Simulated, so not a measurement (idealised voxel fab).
process module | voxel gate over fins
cross-section cut | 175 nm wide | cells 5 nm
A cross-section is a grid of square cells, given in bands from the top down. A band is one or more rows of cells.
Each band's line starts with the height of the band's top and of its bottom, in nm. Then come its materials from left to right, each with its width in nm. One material with "throughout" fills the band from edge to edge. "air" is empty space.
Height 0 is the level under which the wafer as received is all one material. The lowest band goes on downwards, as in "0 down".
A width such as "30 to 40" changes by the same amount from each row of cells to the next, from the band's top row to its bottom row.
"no change" after a step means that no cell of the cross-section changed.
closed voids: empty space of 8 cells or more with no open way to the top, each as width x height at its distance from the left edge, in nm
after a step's settings: what the simulator itself notes on the step
overlay nm, on a step with a mask: how far to the right of its planned place the mask lay; to the left if negative
plan
1 op RECEIVE | material Si
2 op CONFORMAL_DEP | material SiN | thk nm 10
3 op MASKED_ETCH | tone cover | mask id FINS | width nm 15 | pitch nm 35 | etch materials SiN | depth nm 10 | overlay nm 0
4 op MASKED_ETCH | tone cover | mask id FINS | width nm 15 | pitch nm 35 | etch materials Si | depth nm 35 | overlay nm 0
5 op OXIDIZE | depth nm 5
6 op FILL_DEP | material SiO2 | thk nm 15
7 op CMP | height nm 10
8 op SELECTIVE_ETCH | etch materials SiO2 | depth nm 20
9 op STRIP | etch materials SiN
10 op CONFORMAL_DEP | material HfO2 | thk nm 5
11 op CONFORMAL_DEP | material TiN | thk nm 5
12 op FILL_DEP | material W | thk nm 10
13 op CMP | height nm 15
14 op CONFORMAL_DEP | material SiN | thk nm 10
as received, after step 1
  0 down: Si throughout
  closed voids: none
a wafer at the end: this start, this plan, one mistake
  25 to 15: SiN throughout
  15 to 5: W throughout
  5 to 0: W 20 | TiN 25 | W 10 | TiN 25 | W 10 | TiN 25 | W 10 | TiN 25 | W 25
  0 to -5: TiN 25 | HfO2 15 | TiN 20 | HfO2 15 | TiN 20 | HfO2 15 | TiN 20 | HfO2 15 | TiN 30
  -5 to -10: HfO2 30 | Si 5 | HfO2 30 | Si 5 | HfO2 30 | Si 5 | HfO2 30 | Si 5 | HfO2 35
  -10 to -40: SiO2 30 | Si 5 | SiO2 30 | Si 5 | SiO2 30 | Si 5 | SiO2 30 | Si 5 | SiO2 35
  -40 down: Si throughout
  closed voids: none
what went wrong: step 2 was left out
